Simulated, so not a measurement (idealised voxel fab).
Title: Process Module voxel lift off
Xsec cut, 195 nm wide, square cell size 5 nm.
Cross-section, as written here: a square-cell grid given band by band from the top down, where a band holds one or more rows of cells. Heights first: top, then bottom, in nm. Then materials, left to right, each with a width in nm. "full width" on a single material: fills the band edge to edge. "empty": empty space. Heights are reckoned from 0. Under this level, the received wafer is all of one material. The bottommost band is open-ended downward, for example "z 0 and below". The width entry "30..40" should be interpreted row by row: the top row of cells in the band takes the first number, the bottom row takes the second number, and the change between adjacent rows is uniform throughout. Given "nothing got changed" for a step, no cell of the cross-section differs between before and after that step. Under "Closed void roster" you'll find the enclosed gaps, the ones with no way out to the top, that are 8 cells or bigger; each reads width x height at distance, with distance counted from the left edge, everything in nm. Post-settings text on a step line: simulator's own remark regarding the step. "overlay nm" answers the question of how far to the right of plan the mask lay on a step that has a mask, and when it is negative the answer is to the left.

## The planned process steps are enumerated hereunder
1 RECEIVE [material Si]
2 CONFORMAL_DEP [material SiO2] [thk nm 5]
3 PATTERN [tone open] [mask id LINES] [material resist] [width nm 30] [pitch nm 55] [thk nm 15] [overlay nm 0]
4 DIRECTIONAL_DEP [material Ru] [thk nm 5]
5 STRIP [etch materials resist]
6 CONFORMAL_DEP [material SiO2] [thk nm 10]

## Step 1 complete: cross-section of the wafer as received
> z 0 and below  Si full width
> Closed void roster: none

## first wafer at the end, as planned
> z 20 to 15  45 of empty  50 of SiO2  5 of empty  50 of SiO2  45 of empty
> z 15 to 10  SiO2 full width
> z 10 to 5  55 of SiO2  30 of Ru  25 of SiO2  30 of Ru  55 of SiO2
> z 5 to 0  SiO2 full width
> z 0 and below  Si full width
> Closed void roster: none

## Wafer two, end of module, cross-section. Same start, same plan as wafer one. One mistake in the run
> z 20 to 15  50 of empty  45 of SiO2  10 of empty  45 of SiO2  45 of empty
> z 15 to 10  SiO2 full width
> z 10 to 5  60 of SiO2  25 of Ru  30 of SiO2  25 of Ru  55 of SiO2
> z 5 to 0  SiO2 full width
> z 0 and below  Si full width
> Closed void roster: none
Here's what went sideways: note that step 3 departed from the planned setting and was carried out as PATTERN [tone open] [mask id LINES] [material resist] [width nm 25] [pitch nm 55] [thk nm 15] [overlay nm 0]
At the finish, the second wafer shows more or fewer cells for some materials than the first does: 2 fewer of Ru
